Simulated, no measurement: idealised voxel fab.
process module | voxel self aligned contacts
cross-section cut | 300 nm wide | cells 5 nm
A cross-section is a grid of square cells, given in bands from the top down. A band is one or more rows of cells.
Each band's line starts with the height of the band's top and of its bottom, in nm. Then come its materials from left to right, each with its width in nm. One material with "throughout" fills the band from edge to edge. "air" is empty space.
Height 0 is the level under which the wafer as received is all one material. The lowest band goes on downwards, as in "0 down".
A width such as "30 to 40" changes by the same amount from each row of cells to the next, from the band's top row to its bottom row.
"no change" after a step means that no cell of the cross-section changed.
closed voids: empty space of 8 cells or more with no open way to the top, each as width x height at its distance from the left edge, in nm
after a step's settings: what the simulator itself notes on the step
overlay nm, on a step with a mask: how far to the right of its planned place the mask lay; to the left if negative
plan
1 op RECEIVE | material Si
2 op OXIDIZE | depth nm 5
3 op DIRECTIONAL_DEP | material polySi | thk nm 30
4 op DIRECTIONAL_DEP | material SiN | thk nm 20
5 op PATTERN | tone cover | mask id GATE | material resist | width nm 25 | pitch nm 60 | thk nm 20 | overlay nm 0
6 op DIRECTIONAL_ETCH | etch materials SiN | depth nm 20
7 op DIRECTIONAL_ETCH | etch materials polySi | depth nm 30
8 op STRIP | etch materials resist
9 op CONFORMAL_DEP | material SiN | thk nm 10
10 op DIRECTIONAL_ETCH | etch materials SiN | depth nm 10
11 op FILL_DEP | material SiO2 | thk nm 15
12 op CMP | height nm 55
13 op DIRECTIONAL_DEP | material aC | thk nm 5
14 op PATTERN | tone open | mask id CONTACT | material resist | width nm 45 | pitch nm 60 | thk nm 30 | overlay nm 0
15 op DIRECTIONAL_ETCH | etch materials aC | depth nm 15
16 op STRIP | etch materials resist
17 op DIRECTIONAL_ETCH | etch materials SiO2 | depth nm 60
18 op STRIP | etch materials aC
19 op CONFORMAL_DEP | material TiN | thk nm 5
20 op FILL_DEP | material W | thk nm 5
21 op CMP | height nm 55
22 op CONFORMAL_DEP | material SiCN | thk nm 5
varied across the wafers: thk nm of step 13. The plan shows the first wafer's value. All wafers start alike
first wafer as received, after step 1
  0 down: Si throughout
  closed voids: none
each wafer at the end: cells of each material gained (+) or lost (-) since it was received, then its closed voids
thk nm 5 | -60 Si | +60 SiCN | +180 SiN | +366 SiO2 | +62 TiN | +22 W | +90 polySi | closed voids: none
thk nm 10 | -60 Si | +60 SiCN | +180 SiN | +366 SiO2 | +62 TiN | +22 W | +90 polySi | closed voids: none
thk nm 15 | -60 Si | +60 SiCN | +180 SiN | +366 SiO2 | +62 TiN | +22 W | +90 polySi | closed voids: none
thk nm 20 | -60 Si | +60 SiCN | +180 SiN | +450 SiO2 | +90 polySi | closed voids: none
thk nm 25 | -60 Si | +60 SiCN | +180 SiN | +450 SiO2 | +90 polySi | closed voids: none
thk nm 30 | -60 Si | +60 SiCN | +180 SiN | +450 SiO2 | +90 polySi | closed voids: none
